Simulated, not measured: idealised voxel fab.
process module | voxel transistor to metal
cross-section cut | 210 nm wide | cells 5 nm
A cross-section is a grid of square cells, given in bands from the top down. A band is one or more rows of cells.
Each band's line starts with the height of the band's top and of its bottom, in nm. Then come its materials from left to right, each with its width in nm. One material with "throughout" fills the band from edge to edge. "air" is empty space.
Height 0 is the level under which the wafer as received is all one material. The lowest band goes on downwards, as in "0 down".
A width such as "30 to 40" changes by the same amount from each row of cells to the next, from the band's top row to its bottom row.
"no change" after a step means that no cell of the cross-section changed.
closed voids: empty space of 8 cells or more with no open way to the top, each as width x height at its distance from the left edge, in nm
after a step's settings: what the simulator itself notes on the step
overlay nm, on a step with a mask: how far to the right of its planned place the mask lay; to the left if negative
plan
1 op RECEIVE | material Si
2 op OXIDIZE | depth nm 5
3 op CONFORMAL_DEP | material SiN | thk nm 10
4 op DIRECTIONAL_DEP | material aC | thk nm 10
5 op PATTERN | tone cover | mask id ACTIVE | material resist | width nm 85 | thk nm 30 | overlay nm 0
6 op DIRECTIONAL_ETCH | etch materials aC | depth nm 10
7 op STRIP | etch materials resist
8 op DIRECTIONAL_ETCH | etch materials SiN | depth nm 10
9 op DIRECTIONAL_ETCH | etch materials SiO2 | depth nm 5
10 op DIRECTIONAL_ETCH | etch materials Si | depth nm 25
11 op STRIP | etch materials aC
12 op OXIDIZE | depth nm 5
13 op FILL_DEP | material SiO2 | thk nm 15
14 op CMP | height nm 10
15 op SELECTIVE_ETCH | etch materials SiO2 | depth nm 5
16 op STRIP | etch materials SiN
17 op SELECTIVE_ETCH | etch materials SiO2 | depth nm 5
18 op OXIDIZE | depth nm 5
19 op DIRECTIONAL_DEP | material polySi | thk nm 25
20 op DIRECTIONAL_DEP | material SiCN | thk nm 10
21 op DIRECTIONAL_DEP | material aC | thk nm 15
22 op PATTERN | tone cover | mask id GATE | material resist | width nm 15 | thk nm 35 | overlay nm 0
23 op DIRECTIONAL_ETCH | etch materials aC | depth nm 15
24 op STRIP | etch materials resist
25 op DIRECTIONAL_ETCH | etch materials SiCN | depth nm 20
26 op DIRECTIONAL_ETCH | etch materials polySi | depth nm 35
27 op STRIP | etch materials aC
28 op CONFORMAL_DEP | material SiO2 | thk nm 5
29 op DIRECTIONAL_ETCH | etch materials SiO2 | depth nm 5
30 op CONFORMAL_DEP | material SiN | thk nm 5
31 op DIRECTIONAL_ETCH | etch materials SiN | depth nm 5
32 op DIRECTIONAL_ETCH | etch materials SiO2 | depth nm 5
33 op EPI | material pSi | thk nm 5
34 op FILL_DEP | material SiO2 | thk nm 10
35 op CMP | height nm 30
36 op DIRECTIONAL_DEP | material SiO2 | thk nm 15
37 op PATTERN | tone open | mask id CONTACT | material resist | width nm 25 | pitch nm 50 | thk nm 20 | overlay nm 0
38 op DIRECTIONAL_ETCH | etch materials SiO2 | depth nm 50
39 op STRIP | etch materials resist
40 op CONFORMAL_DEP | material TiN | thk nm 5
41 op FILL_DEP | material W | thk nm 5
42 op CMP | height nm 45
43 op CONFORMAL_DEP | material SiN | thk nm 5
44 op DIRECTIONAL_DEP | material lowk | thk nm 25
45 op DIRECTIONAL_DEP | material aC | thk nm 10
46 op PATTERN | tone open | mask id METAL_1 | material resist | width nm 15 | pitch nm 60 | thk nm 25 | overlay nm 0
47 op DIRECTIONAL_ETCH | etch materials aC | depth nm 10
48 op STRIP | etch materials resist
49 op DIRECTIONAL_ETCH | etch materials lowk | depth nm 25
50 op DIRECTIONAL_ETCH | etch materials SiN | depth nm 5
51 op STRIP | etch materials aC
52 op CONFORMAL_DEP | material TiN | thk nm 5
53 op FILL_DEP | material W | thk nm 10
54 op CMP | height nm 75
55 op CONFORMAL_DEP | material SiCN | thk nm 5
56 op DIRECTIONAL_DEP | material lowk | thk nm 35
57 op PATTERN | tone open | mask id METAL_2 | material resist | width nm 15 | pitch nm 60 | thk nm 20 | overlay nm 0
58 op DIRECTIONAL_ETCH | etch materials lowk | depth nm 20
59 op STRIP | etch materials resist
60 op PATTERN | tone open | mask id METAL_2_HOLES | material resist | width nm 15 | pitch nm 60 | thk nm 15 | overlay nm 0
61 op DIRECTIONAL_ETCH | etch materials lowk | depth nm 15
62 op DIRECTIONAL_ETCH | etch materials SiCN | depth nm 5
63 op STRIP | etch materials resist
64 op CONFORMAL_DEP | material TiN | thk nm 5
65 op FILL_DEP | material Cu | thk nm 5
66 op CMP | height nm 115
67 op CONFORMAL_DEP | material SiN | thk nm 5
as received, after step 1
  0 down: Si throughout
  closed voids: none
a wafer at the end: this start, this plan, one mistake
  120 to 115: SiN throughout
  115 to 95: lowk 65 | TiN 5 | Cu 5 | TiN 5 | lowk 45 | TiN 5 | Cu 5 | TiN 5 | lowk 70
  95 to 90: SiCN 65 | TiN 15 | SiCN 45 | TiN 15 | SiCN 70
  90 to 80: W throughout
  80 to 75: TiN 70 | W 5 | TiN 55 | W 5 | TiN 75
  75 to 50: lowk 65 | TiN 5 | W 5 | TiN 5 | lowk 45 | TiN 5 | W 5 | TiN 5 | lowk 70
  50 to 45: SiN 65 | TiN 15 | SiN 45 | TiN 15 | SiN 70
  45 to 35: SiO2 65 | TiN 5 | W 15 | TiN 5 | SiO2 25 | TiN 5 | W 15 | TiN 5 | SiO2 70
  35 to 30: SiO2 65 | TiN 5 | W 10 | TiN 10 | SiO2 25 | TiN 10 | W 10 | TiN 5 | SiO2 70
  30 to 20: SiO2 65 | TiN 5 | W 10 | TiN 5 | SiN 5 | SiO2 5 | SiCN 15 | SiO2 5 | SiN 5 | TiN 5 | W 10 | TiN 5 | SiO2 70
  20 to 0: SiO2 65 | TiN 5 | W 10 | TiN 5 | SiN 5 | SiO2 5 | polySi 15 | SiO2 5 | SiN 5 | TiN 5 | W 10 | TiN 5 | SiO2 70
  0 to -5: SiO2 60 | SiN 5 | TiN 20 | SiN 5 | SiO2 5 | polySi 15 | SiO2 5 | SiN 5 | TiN 20 | SiN 5 | SiO2 65
  -5 to -10: SiO2 65 | pSi 20 | SiO2 35 | pSi 20 | SiO2 70
  -10 to -35: SiO2 65 | Si 75 | SiO2 70
  -35 down: Si throughout
  closed voids: none
what went wrong: step 54 was left out
